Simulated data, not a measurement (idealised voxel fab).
Process module, titled voxel self aligned vias
FYI the section here is cut, 285 nm wide, cells are 5 nm squares.
Cross-sections here: square-cell grids, written as top-down lists of bands, a band being one or more rows of cells.
Quick guide to a band line: top height, bottom height (nm) up front; then every material left to right with its width in nm. Only one material and it's marked "edge to edge"? Then it fills the band edge to edge. And "blank" just means empty space.
A quick word on heights: they are counted from 0, and under that level the wafer as it came to us is one material throughout. The lowest band is different from the rest in having no bottom; it simply continues downward, written as in "0 -> down".
The two numbers in a width such as "30->40" mark its ends across the band: the first belongs to the top row of cells, the second to the bottom row, and from each row to the next the width moves by the same amount.
The cross-section has no changed cell in any step marked "nothing different".
"Catalogued sealed voids" enumerates empty spaces isolated from the top, with no open way to it, that contain at least 8 cells, giving each as width x height at distance from the left edge, all three in nm.
Formally, on a step line, whatever follows the settings is a remark that the simulator itself makes on the step.
"overlay nm" answers the question of how far to the right of plan the mask lay on a step that has a mask, and when it is negative the answer is to the left.

[These are the steps we planned for the process]
1 op RECEIVE | material Si
2 op CONFORMAL_DEP | material SiO2 | thk nm 15
3 op CONFORMAL_DEP | material SiCN | thk nm 5
4 op DIRECTIONAL_DEP | material lowk | thk nm 25
5 op PATTERN | tone open | mask id LINES | material resist | width nm 30 | pitch nm 70 | thk nm 20 | overlay nm 0
6 op DIRECTIONAL_ETCH | etch materials lowk | depth nm 25
7 op STRIP | etch materials resist
8 op CONFORMAL_DEP | material TiN | thk nm 5
9 op FILL_DEP | material Ru | thk nm 10
10 op CMP | height nm 45
11 op SELECTIVE_ETCH | etch materials W Ru TiN | depth nm 5
12 op FILL_DEP | material SiN | thk nm 10
13 op CMP | height nm 45
14 op DIRECTIONAL_DEP | material lowk | thk nm 20
15 op PATTERN | tone open | mask id VIAS | material resist | width nm 40 | pitch nm 70 | thk nm 15 | overlay nm 0
16 op DIRECTIONAL_ETCH | etch materials lowk | depth nm 20
17 op DIRECTIONAL_ETCH | etch materials SiN | depth nm 5
18 op STRIP | etch materials resist
19 op CONFORMAL_DEP | material TiN | thk nm 5
20 op FILL_DEP | material Cu | thk nm 10
21 op CMP | height nm 65
22 op CONFORMAL_DEP | material SiN | thk nm 5

[Cross-section of the wafer as it came to us, i.e., already through step 1]
* 0 -> down: Si edge to edge
* Catalogued sealed voids: none

[First of two wafers, end-of-module section, run followed plan]
* 70 -> 65: SiN edge to edge
* 65 -> 50: 85 of lowk  5 of TiN  30 of Cu  5 of TiN  30 of lowk  5 of TiN  30 of Cu  5 of TiN  90 of lowk
* 50 -> 45: 85 of lowk  10 of TiN  20 of Cu  10 of TiN  30 of lowk  10 of TiN  20 of Cu  10 of TiN  90 of lowk
* 45 -> 40: 90 of lowk  30 of TiN  40 of lowk  30 of TiN  95 of lowk
* 40 -> 25: 90 of lowk  5 of TiN  20 of Ru  5 of TiN  40 of lowk  5 of TiN  20 of Ru  5 of TiN  95 of lowk
* 25 -> 20: 90 of lowk  30 of TiN  40 of lowk  30 of TiN  95 of lowk
* 20 -> 15: SiCN edge to edge
* 15 -> 0: SiO2 edge to edge
* 0 -> down: Si edge to edge
* Catalogued sealed voids: none

[Cross-sectional view of the second of two wafers upon completion of the module. This wafer shared its starting condition and process plan with the first; one error was made during its execution]
* 70 -> 65: SiN edge to edge
* 65 -> 45: 85 of lowk  5 of TiN  30 of Cu  5 of TiN  30 of lowk  5 of TiN  30 of Cu  5 of TiN  90 of lowk
* 45 -> 40: 85 of lowk  40 of TiN  30 of lowk  40 of TiN  90 of lowk
* 40 -> 35: 85 of lowk  10 of TiN  20 of Ru  10 of TiN  30 of lowk  10 of TiN  20 of Ru  10 of TiN  90 of lowk
* 35 -> 25: 90 of lowk  5 of TiN  20 of Ru  5 of TiN  40 of lowk  5 of TiN  20 of Ru  5 of TiN  95 of lowk
* 25 -> 20: 90 of lowk  30 of TiN  40 of lowk  30 of TiN  95 of lowk
* 20 -> 15: SiCN edge to edge
* 15 -> 0: SiO2 edge to edge
* 0 -> down: Si edge to edge
* Catalogued sealed voids: none
Heads up, the wafer didn't run the way we planned it: planned and actual differ for step 16; actual: op DIRECTIONAL_ETCH | etch materials lowk | depth nm 30
Wrapping up, a cell-based count of both wafers puts the second over or under the first for these materials: 4 more of Cu; 4 more of TiN; 8 fewer of lowk
